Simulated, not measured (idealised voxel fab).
process module | voxel self aligned contacts
cross-section cut | 300 nm wide | cells 5 nm
A cross-section is a grid of square cells, given in bands from the top down. A band is one or more rows of cells.
Each band's line starts with the height of the band's top and of its bottom, in nm. Then come its materials from left to right, each with its width in nm. One material with "throughout" fills the band from edge to edge. "air" is empty space.
Height 0 is the level under which the wafer as received is all one material. The lowest band goes on downwards, as in "0 down".
A width such as "30 to 40" changes by the same amount from each row of cells to the next, from the band's top row to its bottom row.
"no change" after a step means that no cell of the cross-section changed.
closed voids: empty space of 8 cells or more with no open way to the top, each as width x height at its distance from the left edge, in nm
after a step's settings: what the simulator itself notes on the step
overlay nm, on a step with a mask: how far to the right of its planned place the mask lay; to the left if negative
plan
1 op RECEIVE | material Si
2 op OXIDIZE | depth nm 5
3 op DIRECTIONAL_DEP | material polySi | thk nm 25
4 op DIRECTIONAL_DEP | material SiN | thk nm 25
5 op DIRECTIONAL_DEP | material aC | thk nm 10
6 op PATTERN | tone cover | mask id GATE | material resist | width nm 35 | pitch nm 80 | thk nm 25 | overlay nm 0
7 op DIRECTIONAL_ETCH | etch materials aC | depth nm 10
8 op STRIP | etch materials resist
9 op DIRECTIONAL_ETCH | etch materials SiN | depth nm 25
10 op DIRECTIONAL_ETCH | etch materials polySi | depth nm 25
11 op STRIP | etch materials aC
12 op CONFORMAL_DEP | material SiN | thk nm 10
13 op DIRECTIONAL_ETCH | etch materials SiN | depth nm 10
14 op FILL_DEP | material SiO2 | thk nm 15
15 op CMP | height nm 60
16 op DIRECTIONAL_DEP | material aC | thk nm 10
17 op PATTERN | tone open | mask id CONTACT | material resist | width nm 65 | pitch nm 80 | thk nm 25 | overlay nm 0
18 op DIRECTIONAL_ETCH | etch materials aC | depth nm 10
19 op STRIP | etch materials resist
20 op DIRECTIONAL_ETCH | etch materials SiO2 | depth nm 65
21 op STRIP | etch materials aC
22 op CONFORMAL_DEP | material TiN | thk nm 5
23 op FILL_DEP | material Ru | thk nm 10
24 op CMP | height nm 60
25 op CONFORMAL_DEP | material SiN | thk nm 5
as received, after step 1
  0 down: Si throughout
  closed voids: none
a wafer at the end: this start, this plan, one mistake
  65 to 60: SiN throughout
  60 to 50: SiO2 75 | TiN 5 to 25 | Ru 55 to 15 | TiN 5 to 25 | SiO2 15 | TiN 5 to 25 | Ru 55 to 15 | TiN 5 to 25 | SiO2 80
  50 to 25: SiO2 40 | SiN 55 | TiN 5 | Ru 15 | TiN 5 | SiN 55 | TiN 5 | Ru 15 | TiN 5 | SiN 55 | SiO2 45
  25 to 10: SiO2 40 | SiN 10 | polySi 35 | SiN 10 | TiN 5 | Ru 15 | TiN 5 | SiN 10 | polySi 35 | SiN 10 | TiN 5 | Ru 15 | TiN 5 | SiN 10 | polySi 35 | SiN 10 | SiO2 45
  10 to 5: SiO2 40 | SiN 10 | polySi 35 | SiN 10 | TiN 25 | SiN 10 | polySi 35 | SiN 10 | TiN 25 | SiN 10 | polySi 35 | SiN 10 | SiO2 45
  5 to 0: polySi throughout
  0 to -5: SiO2 throughout
  -5 down: Si throughout
  closed voids: none
what went wrong: step 10 ran as: op DIRECTIONAL_ETCH | etch materials polySi | depth nm 20
